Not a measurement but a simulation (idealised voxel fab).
The following process module bears the name voxel ribs on slabs.
170 nm wide, 5 nm square cells: that's cross-section cut.
For the purposes of this document, a cross-section shall be understood as a grid of square cells, specified as bands listed in top-to-bottom order, each band consisting of one or more rows of cells. Quick guide to a band line: top height, bottom height (nm) up front; then every material left to right with its width in nm. Only one material and it's marked "full width"? Then it fills the band edge to edge. And "air" just means empty space. Beneath 0, the wafer as received is one material, and that level is where height counting begins. The lowest band goes on downward without a bottom; it is written like "z 0 and below". Top row gets the first number, bottom row gets the second, and each row in between changes by the same step: that is how a band width like "30 to 40" works. "nothing got changed" (step): cross-section cells unchanged, all of them. "Fully closed voids" lists enclosed empty spaces (at least 8 cells, no open path upward to the top), each as width x height at distance from the left edge, in nm. after a step's settings: what the simulator itself notes on the step. A step's line can hold "overlay nm"; with a mask on that step, the setting says how far right of the planned place the mask lay, while a negative setting says it lay to the left.

Steps in the process plan
1,RECEIVE [material Si]
2,DIRECTIONAL_DEP [material SiO2] [thk nm 20]
3,DIRECTIONAL_DEP [material polySi] [thk nm 15]
4,MASKED_ETCH [tone cover] [mask id RIB] [width nm 30] [etch materials polySi] [depth nm 10] [overlay nm 0]
5,DIRECTIONAL_DEP [material aC] [thk nm 15]
6,PATTERN [tone cover] [mask id SLAB] [material resist] [width nm 70] [thk nm 35] [overlay nm 0]
7,DIRECTIONAL_ETCH [etch materials aC] [depth nm 15]
8,STRIP [etch materials resist]
9,DIRECTIONAL_ETCH [etch materials polySi] [depth nm 5]
10,STRIP [etch materials aC]
11,FILL_DEP [material SiO2] [thk nm 15]
12,CMP [height nm 45]
13,DIRECTIONAL_DEP [material W] [thk nm 10]
14,DIRECTIONAL_DEP [material aC] [thk nm 10]
15,PATTERN [tone cover] [mask id HEATER] [material resist] [width nm 40] [thk nm 25] [overlay nm 0]
16,DIRECTIONAL_ETCH [etch materials aC] [depth nm 10]
17,STRIP [etch materials resist]
18,DIRECTIONAL_ETCH [etch materials W] [depth nm 10]
19,STRIP [etch materials aC]
20,CONFORMAL_DEP [material SiN] [thk nm 10]

Step 1 complete: cross-section of the wafer as received
> z 0 and below: Si full width
> Fully closed voids: none

What the wafer looks like in cross-section after this module, when it starts as shown above and follows the plan above but one mistake is made in running it
> z 65 to 55: air=55, SiN=60, air=55
> z 55 to 45: SiN=65, W=40, SiN=65
> z 45 to 15: SiO2 full width
> z 15 to 0: polySi full width
> z 0 and below: Si full width
> Fully closed voids: none
what went wrong: steps 2 and 3 got flipped, so each one ran where the other should have
